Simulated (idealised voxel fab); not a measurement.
Herein follows the process module entitled voxel capacitor over wiring.
Section cut is 245 nm wide and gridded with 5 nm square cells.
A cross-section is a grid of square cells, given in bands from the top down. A band is one or more rows of cells. The entry gives the band's vertical extent as a top height and a bottom height in nm, then its horizontal make-up as materials from left to right, each with a width in nm. "blank" stands for empty space; a single material marked "everywhere" fills the band edge to edge. Note: height 0 marks the level under which the wafer is uniformly one material as received. Lowest band unbounded below, written "0..down". Read "30..40" as a graded width: first number on top, second number at the bottom, same change between each pair of neighbouring rows. Step note "no alteration" = no cross-section cell changed. Empty spaces counting at least 8 cells and having no open way to the top are listed in "Entrapped voids". The notation width x height at distance is used for each, the distance being from the left edge and all three values in nm. after a step's settings: what the simulator itself notes on the step. The "overlay nm" setting may appear on a step's line; for a step that uses a mask, it gives how far to the right of its planned position the mask lay, and a negative value indicates the left.
-- Listed below are the process steps as planned
1: RECEIVE (material Si)
2: CONFORMAL_DEP (material SiO2; thk nm 15)
3: DIRECTIONAL_DEP (material TiN; thk nm 5)
4: DIRECTIONAL_DEP (material W; thk nm 20)
5: DIRECTIONAL_DEP (material aC; thk nm 15)
6: PATTERN (tone cover; mask id METAL_1; material resist; width nm 30; pitch nm 90; thk nm 35; overlay nm 0)
7: DIRECTIONAL_ETCH (etch materials aC; depth nm 15)
8: STRIP (etch materials resist)
9: DIRECTIONAL_ETCH (etch materials W; depth nm 20)
10: DIRECTIONAL_ETCH (etch materials TiN; depth nm 5)
11: STRIP (etch materials aC)
12: FILL_DEP (material lowk; thk nm 5)
13: CMP (height nm 40)
14: CONFORMAL_DEP (material SiCN; thk nm 5)
15: DIRECTIONAL_DEP (material lowk; thk nm 10)
16: DIRECTIONAL_DEP (material aC; thk nm 10)
17: PATTERN (tone open; mask id PLUG_1; material resist; width nm 15; thk nm 25; overlay nm 0)
18: DIRECTIONAL_ETCH (etch materials aC; depth nm 10)
19: STRIP (etch materials resist)
20: DIRECTIONAL_ETCH (etch materials lowk; depth nm 10)
21: DIRECTIONAL_ETCH (etch materials SiCN; depth nm 5)
22: STRIP (etch materials aC)
23: EPI (material Ru; thk nm 10)
24: EPI (material Ru; thk nm 5)
25: DIRECTIONAL_DEP (material TiN; thk nm 5)
26: DIRECTIONAL_DEP (material Al2O3; thk nm 5)
27: DIRECTIONAL_DEP (material TiN; thk nm 5)
28: PATTERN (tone cover; mask id UPPER_PLATE; material resist; width nm 65; thk nm 15; overlay nm 0)
29: DIRECTIONAL_ETCH (etch materials TiN; depth nm 5)
30: DIRECTIONAL_ETCH (etch materials Al2O3; depth nm 5)
31: STRIP (etch materials resist)
32: DIRECTIONAL_DEP (material aC; thk nm 10)
33: PATTERN (tone cover; mask id LOWER_PLATE; material resist; width nm 75; thk nm 30; overlay nm 0)
34: DIRECTIONAL_ETCH (etch materials aC; depth nm 10)
35: STRIP (etch materials resist)
36: DIRECTIONAL_ETCH (etch materials TiN; depth nm 5)
37: STRIP (etch materials aC)
38: FILL_DEP (material SiO2; thk nm 15)
39: CMP (height nm 80)
40: PATTERN (tone open; mask id PLUG_2; material resist; width nm 15; thk nm 15; overlay nm 0)
41: DIRECTIONAL_ETCH (etch materials SiO2; depth nm 10)
42: STRIP (etch materials resist)
43: CONFORMAL_DEP (material TiN; thk nm 5)
44: FILL_DEP (material Cu; thk nm 10)
45: CMP (height nm 80)
46: CONFORMAL_DEP (material SiN; thk nm 5)
-- First of two wafers, processed according to plan
-- Cross-section of the wafer as it came to us, i.e., already through step 1
> 0..down | Si everywhere
> Entrapped voids: none
-- The following cross-section depicts the wafer upon completion of step 2
> 15..0 | SiO2 everywhere
> Below 0 it's all the same as before, nothing changed down there.
-- The following cross-section depicts the wafer upon completion of step 3
> 20..15 | TiN everywhere
> Below 15 it's all the same as before, nothing changed down there.
-- The following cross-section depicts the wafer upon completion of step 4
> 40..20 | W everywhere
> Below 20 it's all the same as before, nothing changed down there.
-- The following cross-section depicts the wafer upon completion of step 5
> 55..40 | aC everywhere
> Below 40 it's all the same as before, nothing changed down there.
-- The following cross-section depicts the wafer upon completion of step 6
> 90..55 | blank 60  resist 30  blank 60  resist 30  blank 65
> Below 55 it's all the same as before, nothing changed down there.
-- The following cross-section depicts the wafer upon completion of step 7
> 75..55 | blank 60  resist 30  blank 60  resist 30  blank 65
> 55..40 | blank 60  aC 30  blank 60  aC 30  blank 65
> Below 40 it's all the same as before, nothing changed down there.
-- The following cross-section depicts the wafer upon completion of step 8
> 55..40 | blank 60  aC 30  blank 60  aC 30  blank 65
> Below 40 it's all the same as before, nothing changed down there.
-- The following cross-section depicts the wafer upon completion of step 9
> 55..40 | blank 60  aC 30  blank 60  aC 30  blank 65
> 40..20 | blank 60  W 30  blank 60  W 30  blank 65
> Below 20 it's all the same as before, nothing changed down there.
-- The following cross-section depicts the wafer upon completion of step 10
> 55..40 | blank 60  aC 30  blank 60  aC 30  blank 65
> 40..20 | blank 60  W 30  blank 60  W 30  blank 65
> 20..15 | blank 60  TiN 30  blank 60  TiN 30  blank 65
> Below 15 it's all the same as before, nothing changed down there.
-- The following cross-section depicts the wafer upon completion of step 11
> 40..20 | blank 60  W 30  blank 60  W 30  blank 65
> Below 20 it's all the same as before, nothing changed down there.
-- The following cross-section depicts the wafer upon completion of step 12
> 45..40 | lowk everywhere
> 40..20 | lowk 60  W 30  lowk 60  W 30  lowk 65
> 20..15 | lowk 60  TiN 30  lowk 60  TiN 30  lowk 65
> Below 15 it's all the same as before, nothing changed down there.
-- The following cross-section depicts the wafer upon completion of step 13
> 40..20 | lowk 60  W 30  lowk 60  W 30  lowk 65
> Below 20 it's all the same as before, nothing changed down there.
-- The following cross-section depicts the wafer upon completion of step 14
> 45..40 | SiCN everywhere
> Below 40 it's all the same as before, nothing changed down there.
-- The following cross-section depicts the wafer upon completion of step 15
> 55..45 | lowk everywhere
> Below 45 it's all the same as before, nothing changed down there.
-- The following cross-section depicts the wafer upon completion of step 16
> 65..55 | aC everywhere
> Below 55 it's all the same as before, nothing changed down there.
-- The following cross-section depicts the wafer upon completion of step 17
> 90..65 | resist 75  blank 15  resist 155
> Below 65 it's all the same as before, nothing changed down there.
-- The following cross-section depicts the wafer upon completion of step 18
> 80..65 | resist 75  blank 15  resist 155
> 65..55 | aC 75  blank 15  aC 155
> Below 55 it's all the same as before, nothing changed down there.
-- The following cross-section depicts the wafer upon completion of step 19
> 65..55 | aC 75  blank 15  aC 155
> Below 55 it's all the same as before, nothing changed down there.
-- The following cross-section depicts the wafer upon completion of step 20
> 65..55 | aC 75  blank 15  aC 155
> 55..45 | lowk 75  blank 15  lowk 155
> Below 45 it's all the same as before, nothing changed down there.
-- The following cross-section depicts the wafer upon completion of step 21
> 65..55 | aC 75  blank 15  aC 155
> 55..45 | lowk 75  blank 15  lowk 155
> 45..40 | SiCN 75  blank 15  SiCN 155
> Below 40 it's all the same as before, nothing changed down there.
-- The following cross-section depicts the wafer upon completion of step 22
> 55..45 | lowk 75  blank 15  lowk 155
> Below 45 it's all the same as before, nothing changed down there.
-- The following cross-section depicts the wafer upon completion of step 23
> 55..50 | lowk 75  blank 15  lowk 155
> 50..45 | lowk 75  Ru 15  lowk 155
> 45..40 | SiCN 75  Ru 15  SiCN 155
> Below 40 it's all the same as before, nothing changed down there.
-- The following cross-section depicts the wafer upon completion of step 24
> 55..45 | lowk 75  Ru 15  lowk 155
> Below 45 it's all the same as before, nothing changed down there.
-- The following cross-section depicts the wafer upon completion of step 25
> 60..55 | TiN everywhere
> Below 55 it's all the same as before, nothing changed down there.
-- The following cross-section depicts the wafer upon completion of step 26
> 65..60 | Al2O3 everywhere
> Below 60 it's all the same as before, nothing changed down there.
-- The following cross-section depicts the wafer upon completion of step 27
> 70..65 | TiN everywhere
> Below 65 it's all the same as before, nothing changed down there.
-- The following cross-section depicts the wafer upon completion of step 28
> 85..70 | blank 75  resist 65  blank 105
> Below 70 it's all the same as before, nothing changed down there.
-- The following cross-section depicts the wafer upon completion of step 29
> 85..70 | blank 75  resist 65  blank 105
> 70..65 | blank 75  TiN 65  blank 105
> Below 65 it's all the same as before, nothing changed down there.
-- The following cross-section depicts the wafer upon completion of step 30
> 85..70 | blank 75  resist 65  blank 105
> 70..65 | blank 75  TiN 65  blank 105
> 65..60 | blank 75  Al2O3 65  blank 105
> Below 60 it's all the same as before, nothing changed down there.
-- The following cross-section depicts the wafer upon completion of step 31
> 70..65 | blank 75  TiN 65  blank 105
> Below 65 it's all the same as before, nothing changed down there.
-- The following cross-section depicts the wafer upon completion of step 32
> 80..70 | blank 75  aC 65  blank 105
> 70..65 | aC 75  TiN 65  aC 105
> 65..60 | aC 75  Al2O3 65  aC 105
> Below 60 it's all the same as before, nothing changed down there.
-- The following cross-section depicts the wafer upon completion of step 33
> 110..80 | blank 70  resist 75  blank 100
> 80..70 | blank 70  resist 5  aC 65  resist 5  blank 100
> Below 70 it's all the same as before, nothing changed down there.
-- The following cross-section depicts the wafer upon completion of step 34
> 100..80 | blank 70  resist 75  blank 100
> 80..70 | blank 70  resist 5  aC 65  resist 5  blank 100
> 70..65 | blank 70  aC 5  TiN 65  aC 5  blank 100
> 65..60 | blank 70  aC 5  Al2O3 65  aC 5  blank 100
> Below 60 it's all the same as before, nothing changed down there.
-- The following cross-section depicts the wafer upon completion of step 35
> 80..70 | blank 75  aC 65  blank 105
> Below 70 it's all the same as before, nothing changed down there.
-- The following cross-section depicts the wafer upon completion of step 36
> 80..70 | blank 75  aC 65  blank 105
> 70..65 | blank 70  aC 5  TiN 65  aC 5  blank 100
> 65..60 | blank 70  aC 5  Al2O3 65  aC 5  blank 100
> 60..55 | blank 70  TiN 75  blank 100
> Below 55 it's all the same as before, nothing changed down there.
-- The following cross-section depicts the wafer upon completion of step 37
> 70..65 | blank 75  TiN 65  blank 105
> 65..60 | blank 75  Al2O3 65  blank 105
> Below 60 it's all the same as before, nothing changed down there.
-- The following cross-section depicts the wafer upon completion of step 38
> 85..70 | SiO2 everywhere
> 70..65 | SiO2 75  TiN 65  SiO2 105
> 65..60 | SiO2 75  Al2O3 65  SiO2 105
> 60..55 | SiO2 70  TiN 75  SiO2 100
> Below 55 it's all the same as before, nothing changed down there.
-- The following cross-section depicts the wafer upon completion of step 39
> 80..70 | SiO2 everywhere
> Below 70 it's all the same as before, nothing changed down there.
-- The following cross-section depicts the wafer upon completion of step 40
> 95..80 | resist 85  blank 15  resist 145
> Below 80 it's all the same as before, nothing changed down there.
-- The following cross-section depicts the wafer upon completion of step 41
> 95..80 | resist 85  blank 15  resist 145
> 80..70 | SiO2 85  blank 15  SiO2 145
> Below 70 it's all the same as before, nothing changed down there.
-- The following cross-section depicts the wafer upon completion of step 42
> 80..70 | SiO2 85  blank 15  SiO2 145
> Below 70 it's all the same as before, nothing changed down there.
-- The following cross-section depicts the wafer upon completion of step 43
> 85..80 | TiN 90  blank 5  TiN 150
> 80..75 | SiO2 85  TiN 5  blank 5  TiN 5  SiO2 145
> 75..65 | SiO2 85..75  TiN 15..65  SiO2 145..105
> Below 65 it's all the same as before, nothing changed down there.
-- The following cross-section depicts the wafer upon completion of step 44
> 95..85 | Cu everywhere
> 85..80 | TiN 90  Cu 5  TiN 150
> 80..75 | SiO2 85  TiN 5  Cu 5  TiN 5  SiO2 145
> Below 75 it's all the same as before, nothing changed down there.
-- The following cross-section depicts the wafer upon completion of step 45
> 80..75 | SiO2 85  TiN 5  Cu 5  TiN 5  SiO2 145
> Below 75 it's all the same as before, nothing changed down there.
-- The following cross-section depicts the wafer upon completion of step 46
> 85..80 | SiN everywhere
> Below 80 it's all the same as before, nothing changed down there.
-- The remaining wafer, second of the two, started like the first and was run to the same plan, except that one mistake was made along the way; the two coincide through step 1, inclusive
-- X-section, second wafer, when step 2 was due to finish
> 30..0 | SiO2 everywhere
> Below 0 it's all the same as before, nothing changed down there.
-- X-section, second wafer, when step 3 was due to finish
> 35..30 | TiN everywhere
> Below 30 it's all the same as before, nothing changed down there.
-- X-section, second wafer, when step 4 was due to finish
> 55..35 | W everywhere
> Below 35 it's all the same as before, nothing changed down there.
-- X-section, second wafer, when step 5 was due to finish
> 70..55 | aC everywhere
> Below 55 it's all the same as before, nothing changed down there.
-- X-section, second wafer, when step 6 was due to finish
> 105..70 | blank 60  resist 30  blank 60  resist 30  blank 65
> Below 70 it's all the same as before, nothing changed down there.
-- X-section, second wafer, when step 7 was due to finish
> 90..70 | blank 60  resist 30  blank 60  resist 30  blank 65
> 70..55 | blank 60  aC 30  blank 60  aC 30  blank 65
> Below 55 it's all the same as before, nothing changed down there.
-- X-section, second wafer, when step 8 was due to finish
> 70..55 | blank 60  aC 30  blank 60  aC 30  blank 65
> Below 55 it's all the same as before, nothing changed down there.
-- X-section, second wafer, when step 9 was due to finish
> 70..55 | blank 60  aC 30  blank 60  aC 30  blank 65
> 55..35 | blank 60  W 30  blank 60  W 30  blank 65
> Below 35 it's all the same as before, nothing changed down there.
-- X-section, second wafer, when step 10 was due to finish
> 70..55 | blank 60  aC 30  blank 60  aC 30  blank 65
> 55..35 | blank 60  W 30  blank 60  W 30  blank 65
> 35..30 | blank 60  TiN 30  blank 60  TiN 30  blank 65
> Below 30 it's all the same as before, nothing changed down there.
-- X-section, second wafer, when step 11 was due to finish
> 55..35 | blank 60  W 30  blank 60  W 30  blank 65
> Below 35 it's all the same as before, nothing changed down there.
-- X-section, second wafer, when step 12 was due to finish
> 60..55 | lowk everywhere
> 55..35 | lowk 60  W 30  lowk 60  W 30  lowk 65
> 35..30 | lowk 60  TiN 30  lowk 60  TiN 30  lowk 65
> Below 30 it's all the same as before, nothing changed down there.
-- X-section, second wafer, when step 13 was due to finish
> 40..35 | lowk 60  W 30  lowk 60  W 30  lowk 65
> Below 35 it's all the same as before, nothing changed down there.
-- X-section, second wafer, when step 14 was due to finish
> 45..40 | SiCN everywhere
> Below 40 it's all the same as before, nothing changed down there.
-- X-section, second wafer, when step 15 was due to finish
> 55..45 | lowk everywhere
> Below 45 it's all the same as before, nothing changed down there.
-- X-section, second wafer, when step 16 was due to finish
> 65..55 | aC everywhere
> Below 55 it's all the same as before, nothing changed down there.
-- X-section, second wafer, when step 17 was due to finish
> 90..65 | resist 75  blank 15  resist 155
> Below 65 it's all the same as before, nothing changed down there.
-- X-section, second wafer, when step 18 was due to finish
> 80..65 | resist 75  blank 15  resist 155
> 65..55 | aC 75  blank 15  aC 155
> Below 55 it's all the same as before, nothing changed down there.
-- X-section, second wafer, when step 19 was due to finish
> 65..55 | aC 75  blank 15  aC 155
> Below 55 it's all the same as before, nothing changed down there.
-- X-section, second wafer, when step 20 was due to finish
> 65..55 | aC 75  blank 15  aC 155
> 55..45 | lowk 75  blank 15  lowk 155
> Below 45 it's all the same as before, nothing changed down there.
-- X-section, second wafer, when step 21 was due to finish
> 65..55 | aC 75  blank 15  aC 155
> 55..45 | lowk 75  blank 15  lowk 155
> 45..40 | SiCN 75  blank 15  SiCN 155
> Below 40 it's all the same as before, nothing changed down there.
-- X-section, second wafer, when step 22 was due to finish
> 55..45 | lowk 75  blank 15  lowk 155
> Below 45 it's all the same as before, nothing changed down there.
-- X-section, second wafer, when step 23 was due to finish
> 55..50 | lowk 75  blank 15  lowk 155
> 50..45 | lowk 75  Ru 15  lowk 155
> 45..40 | SiCN 75  Ru 15  SiCN 155
> Below 40 it's all the same as before, nothing changed down there.
-- X-section, second wafer, when step 24 was due to finish
> 55..45 | lowk 75  Ru 15  lowk 155
> Below 45 it's all the same as before, nothing changed down there.
-- X-section, second wafer, when step 25 was due to finish
> 60..55 | TiN everywhere
> Below 55 it's all the same as before, nothing changed down there.
-- X-section, second wafer, when step 26 was due to finish
> 65..60 | Al2O3 everywhere
> Below 60 it's all the same as before, nothing changed down there.
-- X-section, second wafer, when step 27 was due to finish
> 70..65 | TiN everywhere
> Below 65 it's all the same as before, nothing changed down there.
-- X-section, second wafer, when step 28 was due to finish
> 85..70 | blank 75  resist 65  blank 105
> Below 70 it's all the same as before, nothing changed down there.
-- X-section, second wafer, when step 29 was due to finish
> 85..70 | blank 75  resist 65  blank 105
> 70..65 | blank 75  TiN 65  blank 105
> Below 65 it's all the same as before, nothing changed down there.
-- X-section, second wafer, when step 30 was due to finish
> 85..70 | blank 75  resist 65  blank 105
> 70..65 | blank 75  TiN 65  blank 105
> 65..60 | blank 75  Al2O3 65  blank 105
> Below 60 it's all the same as before, nothing changed down there.
-- X-section, second wafer, when step 31 was due to finish
> 70..65 | blank 75  TiN 65  blank 105
> Below 65 it's all the same as before, nothing changed down there.
-- X-section, second wafer, when step 32 was due to finish
> 80..70 | blank 75  aC 65  blank 105
> 70..65 | aC 75  TiN 65  aC 105
> 65..60 | aC 75  Al2O3 65  aC 105
> Below 60 it's all the same as before, nothing changed down there.
-- X-section, second wafer, when step 33 was due to finish
> 110..80 | blank 70  resist 75  blank 100
> 80..70 | blank 70  resist 5  aC 65  resist 5  blank 100
> Below 70 it's all the same as before, nothing changed down there.
-- X-section, second wafer, when step 34 was due to finish
> 100..80 | blank 70  resist 75  blank 100
> 80..70 | blank 70  resist 5  aC 65  resist 5  blank 100
> 70..65 | blank 70  aC 5  TiN 65  aC 5  blank 100
> 65..60 | blank 70  aC 5  Al2O3 65  aC 5  blank 100
> Below 60 it's all the same as before, nothing changed down there.
-- X-section, second wafer, when step 35 was due to finish
> 80..70 | blank 75  aC 65  blank 105
> Below 70 it's all the same as before, nothing changed down there.
-- X-section, second wafer, when step 36 was due to finish
> 80..70 | blank 75  aC 65  blank 105
> 70..65 | blank 70  aC 5  TiN 65  aC 5  blank 100
> 65..60 | blank 70  aC 5  Al2O3 65  aC 5  blank 100
> 60..55 | blank 70  TiN 75  blank 100
> Below 55 it's all the same as before, nothing changed down there.
-- X-section, second wafer, when step 37 was due to finish
> 70..65 | blank 75  TiN 65  blank 105
> 65..60 | blank 75  Al2O3 65  blank 105
> Below 60 it's all the same as before, nothing changed down there.
-- X-section, second wafer, when step 38 was due to finish
> 85..70 | SiO2 everywhere
> 70..65 | SiO2 75  TiN 65  SiO2 105
> 65..60 | SiO2 75  Al2O3 65  SiO2 105
> 60..55 | SiO2 70  TiN 75  SiO2 100
> Below 55 it's all the same as before, nothing changed down there.
-- X-section, second wafer, when step 39 was due to finish
> 80..70 | SiO2 everywhere
> Below 70 it's all the same as before, nothing changed down there.
-- X-section, second wafer, when step 40 was due to finish
> 95..80 | resist 85  blank 15  resist 145
> Below 80 it's all the same as before, nothing changed down there.
-- X-section, second wafer, when step 41 was due to finish
> 95..80 | resist 85  blank 15  resist 145
> 80..70 | SiO2 85  blank 15  SiO2 145
> Below 70 it's all the same as before, nothing changed down there.
-- X-section, second wafer, when step 42 was due to finish
> 80..70 | SiO2 85  blank 15  SiO2 145
> Below 70 it's all the same as before, nothing changed down there.
-- X-section, second wafer, when step 43 was due to finish
> 85..80 | TiN 90  blank 5  TiN 150
> 80..75 | SiO2 85  TiN 5  blank 5  TiN 5  SiO2 145
> 75..65 | SiO2 85..75  TiN 15..65  SiO2 145..105
> Below 65 it's all the same as before, nothing changed down there.
-- X-section, second wafer, when step 44 was due to finish
> 95..85 | Cu everywhere
> 85..80 | TiN 90  Cu 5  TiN 150
> 80..75 | SiO2 85  TiN 5  Cu 5  TiN 5  SiO2 145
> Below 75 it's all the same as before, nothing changed down there.
-- X-section, second wafer, when step 45 was due to finish
> 80..75 | SiO2 85  TiN 5  Cu 5  TiN 5  SiO2 145
> Below 75 it's all the same as before, nothing changed down there.
-- X-section, second wafer, when step 46 was due to finish
> 85..80 | SiN everywhere
> Below 80 it's all the same as before, nothing changed down there.
Against the plan, the run slipped here: the plan's step 2 ran twice
Counted in cells at the end, the second wafer holds more or fewer of these materials than the first: SiO2 +147, W -36, lowk -111
